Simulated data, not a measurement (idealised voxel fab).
Presented below is a process module, voxel trench capacitor.
This is section cut - it's 280 nm across, gridded in 5 nm square cells.
How to read a cross-section here: the picture is a grid of square cells, written as bands going from the top down, and any band can span one or more rows of cells.
What a band's entry tells you: where the top is and where the bottom is, as heights in nm, and after that what lies inside, material by material from left to right, each with its width in nm. Empty space is written as the word "air", and a single material marked with the word "all across" occupies the band from edge to edge.
Below 0: as-received wafer, all one material; heights counted from there. Lowest band: no bottom, goes on down, written "0..down".
A width such as "30..40" changes by the same amount from each row of cells to the next, from the band's top row to its bottom row.
It should be understood that the words "no change", when stated for a given step, signify that the cross-section underwent no change in any of its cells during that step.
Under "Tabulated closed voids" you'll find the enclosed gaps, the ones with no way out to the top, that are 8 cells or bigger; each reads width x height at distance, with distance counted from the left edge, everything in nm.
On a step's line, text after the settings is the simulator commenting on that step.
For masked steps, "overlay nm" on the step line gives how far right of plan the mask actually lay; a minus sign means it lay to the left.

THIS SECTION LISTS THE PROCESS STEPS THAT WERE PLANNED
1: RECEIVE: material Si
2: CONFORMAL_DEP: material SiN, thk nm 10
3: DIRECTIONAL_DEP: material aC, thk nm 10
4: PATTERN: tone open, mask id TRENCH, material resist, width nm 15, pitch nm 30, thk nm 25, overlay nm 0
5: DIRECTIONAL_ETCH: etch materials aC, depth nm 10
6: STRIP: etch materials resist
7: DIRECTIONAL_ETCH: etch materials SiN, depth nm 10
8: DIRECTIONAL_ETCH: etch materials Si, depth nm 30
9: STRIP: etch materials aC
10: CONFORMAL_DEP: material Al2O3, thk nm 5
11: FILL_DEP: material polySi, thk nm 5
12: CMP: height nm 10

THE CROSS-SECTION HERE SHOWS THE WAFER AS RECEIVED, I.E. IN ITS STATE AFTER STEP 1
  0..down  Si all across
  Tabulated closed voids: none

THE FOLLOWING CROSS-SECTION DEPICTS THE WAFER UPON CONCLUSION OF THE MODULE. PROCESSING COMMENCED FROM THE STARTING CONDITION ILLUSTRATED ABOVE AND ADHERED TO THE PLAN ILLUSTRATED ABOVE, SAVE FOR ONE MISTAKE IN EXECUTION
  5..0  SiN (115), Al2O3 (5), polySi (5), Al2O3 (5), SiN (15), Al2O3 (5), polySi (5), Al2O3 (5), SiN (120)
  0..-25  Si (115), Al2O3 (5), polySi (5), Al2O3 (5), Si (15), Al2O3 (5), polySi (5), Al2O3 (5), Si (120)
  -25..-30  Si (115), Al2O3 (15), Si (15), Al2O3 (15), Si (120)
  -30..down  Si all across
  Tabulated closed voids: none
Finding, execution versus plan: step 12 off recipe, ran as CMP: height nm 5
